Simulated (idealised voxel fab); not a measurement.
Presented below is a process module, voxel ribs on slabs.
It is cross-section cut that appears here, measuring 200 nm in width, its square cells being 5 nm in size.
When this document writes out a cross-section, it uses a grid of square cells and lists it as bands, beginning at the top and moving down, with a band standing for one or more rows of cells. It is stipulated that each band's entry specify, in nanometres, the height of the top of the band and then that of its bottom, followed by the materials of the band in left-to-right sequence, each together with its width in nanometres. A single material marked by the word "all across" is understood to fill the band from edge to edge; the word "air" is understood to denote empty space. Height reference: 0 = level under which incoming wafer is all one material. Lowest band: no bottom, runs on downward, e.g. "0 -> down". Top row gets the first number, bottom row gets the second, and each row in between changes by the same step: that is how a band width like "30 to 40" works. No cell of the cross-section changed in a step that is given as "no modifications". Enclosed voids (no open way to top), threshold 8 cells or more, entry "Listed closed voids", notation width x height at distance, distance from left edge, nm. That trailing text on a step's line, after the settings, is the simulator's own remark on the step. "overlay nm", when on a step's line for a step with a mask, measures how far to the right of its planned place the mask lay; a negative measure means to the left.
# Planned process steps
1 RECEIVE [material Si]
2 DIRECTIONAL_DEP [material SiO2] [thk nm 30]
3 DIRECTIONAL_DEP [material polySi] [thk nm 15]
4 PATTERN [tone cover] [mask id RIB] [material resist] [width nm 30] [thk nm 20] [overlay nm 0]
5 DIRECTIONAL_ETCH [etch materials polySi] [depth nm 10]
6 STRIP [etch materials resist]
7 MASKED_ETCH [tone cover] [mask id SLAB] [width nm 80] [etch materials polySi] [depth nm 5] [overlay nm 0]
8 FILL_DEP [material SiO2] [thk nm 30]
9 CMP [height nm 65]
10 DIRECTIONAL_DEP [material TiN] [thk nm 10]
11 DIRECTIONAL_DEP [material aC] [thk nm 15]
12 PATTERN [tone cover] [mask id HEATER] [material resist] [width nm 40] [thk nm 30] [overlay nm 0]
13 DIRECTIONAL_ETCH [etch materials aC] [depth nm 15]
14 STRIP [etch materials resist]
15 DIRECTIONAL_ETCH [etch materials TiN] [depth nm 10]
16 STRIP [etch materials aC]
17 CONFORMAL_DEP [material SiO2] [thk nm 10]
# Wafer at receipt (post step 1), cross-section
- 0 -> down: Si all across
- Listed closed voids: none
# The first of the two wafers as seen in cross-section once the module was finished; processing followed the plan
- 85 -> 75: air=70, SiO2=60, air=70
- 75 -> 65: SiO2=80, TiN=40, SiO2=80
- 65 -> 45: SiO2 all across
- 45 -> 35: SiO2=85, polySi=30, SiO2=85
- 35 -> 30: SiO2=60, polySi=80, SiO2=60
- 30 -> 0: SiO2 all across
- 0 -> down: Si all across
- Listed closed voids: none
# The second wafer, shown in cross-section after the module: started the same way as the first and given the same plan, yet one mistake crept into how it was run
- 75 -> 65: air=80, TiN=40, air=80
- 65 -> 45: SiO2 all across
- 45 -> 35: SiO2=85, polySi=30, SiO2=85
- 35 -> 30: SiO2=60, polySi=80, SiO2=60
- 30 -> 0: SiO2 all across
- 0 -> down: Si all across
- Listed closed voids: none
Run error: plan step 17 skipped
Upon completion, the second wafer contains, in terms of cells, a greater or smaller amount of certain materials than the first wafer: 88 fewer of SiO2
